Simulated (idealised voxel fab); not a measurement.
process module | voxel air gaps
cross-section cut | 185 nm wide | cells 5 nm
A cross-section is a grid of square cells, given in bands from the top down. A band is one or more rows of cells.
Each band's line starts with the height of the band's top and of its bottom, in nm. Then come its materials from left to right, each with its width in nm. One material with "throughout" fills the band from edge to edge. "air" is empty space.
Height 0 is the level under which the wafer as received is all one material. The lowest band goes on downwards, as in "0 down".
A width such as "30 to 40" changes by the same amount from each row of cells to the next, from the band's top row to its bottom row.
"no change" after a step means that no cell of the cross-section changed.
closed voids: empty space of 8 cells or more with no open way to the top, each as width x height at its distance from the left edge, in nm
after a step's settings: what the simulator itself notes on the step
overlay nm, on a step with a mask: how far to the right of its planned place the mask lay; to the left if negative
plan
1 op RECEIVE | material Si
2 op CONFORMAL_DEP | material SiO2 | thk nm 10
3 op CONFORMAL_DEP | material SiN | thk nm 5
4 op DIRECTIONAL_DEP | material lowk | thk nm 40
5 op PATTERN | tone open | mask id LINES | material resist | width nm 15 | pitch nm 40 | thk nm 15 | overlay nm 0
6 op DIRECTIONAL_ETCH | etch materials lowk | depth nm 40
7 op STRIP | etch materials resist
8 op CONFORMAL_DEP | material TiN | thk nm 5
9 op FILL_DEP | material Ru | thk nm 10
10 op CMP | height nm 55
11 op EPI | material Ru | thk nm 10
12 op SELECTIVE_ETCH | etch materials lowk | depth nm 50
13 op CONFORMAL_DEP | material SiCN | thk nm 5
as received, after step 1
  0 down: Si throughout
  closed voids: none
a wafer at the end: this start, this plan, one mistake
  70 to 65: air 25 | SiCN 125 | air 35
  65 to 55: air 25 | SiCN 5 | Ru 35 | SiCN 5 | Ru 35 | SiCN 5 | Ru 35 | SiCN 5 | air 35
  55 to 50: air 25 | SiCN 15 | TiN 5 | Ru 5 | TiN 5 | SiCN 25 | TiN 5 | Ru 5 | TiN 5 | SiCN 25 | TiN 5 | Ru 5 | TiN 5 | SiCN 15 | air 35
  50 to 20: air 35 | SiCN 5 | TiN 5 | Ru 5 | TiN 5 | SiCN 5 | air 15 | SiCN 5 | TiN 5 | Ru 5 | TiN 5 | SiCN 5 | air 15 | SiCN 5 | TiN 5 | Ru 5 | TiN 5 | SiCN 5 | air 45
  20 to 15: SiCN 40 | TiN 15 | SiCN 25 | TiN 15 | SiCN 25 | TiN 15 | SiCN 50
  15 to 10: SiN throughout
  10 to 0: SiO2 throughout
  0 down: Si throughout
  closed voids: 15 x 30 at 60; 15 x 30 at 100
what went wrong: step 5 ran as: op PATTERN | tone open | mask id LINES | material resist | width nm 15 | pitch nm 40 | thk nm 15 | overlay nm -5
